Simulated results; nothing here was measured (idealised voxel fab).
Title: Process Module voxel self aligned vias
Xsec cut, 200 nm wide, square cell size 5 nm.
When this document writes out a cross-section, it uses a grid of square cells and lists it as bands, beginning at the top and moving down, with a band standing for one or more rows of cells. In this notation a band is specified by the heights of its top and bottom, in that order and in nm, after which its materials appear from left to right, each paired with its width in nm. The word "throughout" attached to a single material means that material fills the band from edge to edge; the word "blank" stands for empty space. Zero point of the height axis is 0; under it, received wafer = one material. Lowest band: continues down indefinitely, "from 0 down". A width given as "30..40" starts at the first number in the band's top row and ends at the second number in its bottom row, shifting by an equal amount at every step from row to row. "no modification" after a step means that no cell of the cross-section changed. This entry, "Closed voids list", enumerates those empty regions of no fewer than 8 cells that possess no open connection to the top. Each region is reported in the form width x height at distance, the distance being taken from the left edge, with all three quantities expressed in nm. Whatever follows a step's settings on its line is a remark the simulator itself makes about that step. You can add "overlay nm" to a step's line. For a step with a mask, it describes how far the mask lay to the right of its planned position, and a negative number describes a lay to the left.
### Process steps foreseen in the plan
1,RECEIVE, material Si
2,CONFORMAL_DEP, material SiO2, thk nm 10
3,CONFORMAL_DEP, material SiCN, thk nm 5
4,DIRECTIONAL_DEP, material SiO2, thk nm 30
5,PATTERN, tone open, mask id LINES, material resist, width nm 30, pitch nm 70, thk nm 15, overlay nm 0
6,DIRECTIONAL_ETCH, etch materials SiO2, depth nm 30
7,STRIP, etch materials resist
8,CONFORMAL_DEP, material TiN, thk nm 5
9,FILL_DEP, material Ru, thk nm 10
10,CMP, height nm 45
11,SELECTIVE_ETCH, etch materials W Ru TiN, depth nm 5
12,FILL_DEP, material SiN, thk nm 5
13,CMP, height nm 45
14,DIRECTIONAL_DEP, material SiO2, thk nm 20
15,PATTERN, tone open, mask id VIAS, material resist, width nm 50, pitch nm 70, thk nm 15, overlay nm 0
16,DIRECTIONAL_ETCH, etch materials SiO2, depth nm 20
17,DIRECTIONAL_ETCH, etch materials SiN, depth nm 5
18,STRIP, etch materials resist
19,CONFORMAL_DEP, material TiN, thk nm 5
20,FILL_DEP, material W, thk nm 5
21,CMP, height nm 65
22,CONFORMAL_DEP, material SiCN, thk nm 5
### Shown in cross-section is the wafer as received, that is, as it stands after step 1
  from 0 down | Si throughout
  Closed voids list: none
### End state of the module in cross-section, given the above starting point and plan and one mistake in execution
  from 70 to 65 | SiCN throughout
  from 65 to 45 | SiO2 40 nm, TiN 5 nm, W 40 nm, TiN 5 nm, SiO2 20 nm, TiN 5 nm, W 40 nm, TiN 5 nm, SiO2 40 nm
  from 45 to 40 | SiO2 40 nm, TiN 50 nm, SiO2 20 nm, TiN 50 nm, SiO2 40 nm
  from 40 to 25 | SiO2 40 nm, TiN 15 nm, Ru 20 nm, TiN 15 nm, SiO2 20 nm, TiN 15 nm, Ru 20 nm, TiN 15 nm, SiO2 40 nm
  from 25 to 20 | SiO2 50 nm, TiN 5 nm, Ru 20 nm, TiN 5 nm, SiO2 40 nm, TiN 5 nm, Ru 20 nm, TiN 5 nm, SiO2 50 nm
  from 20 to 15 | SiO2 50 nm, TiN 30 nm, SiO2 40 nm, TiN 30 nm, SiO2 50 nm
  from 15 to 10 | SiCN throughout
  from 10 to 0 | SiO2 throughout
  from 0 down | Si throughout
  Closed voids list: none
Processing error: step 16 was run twice
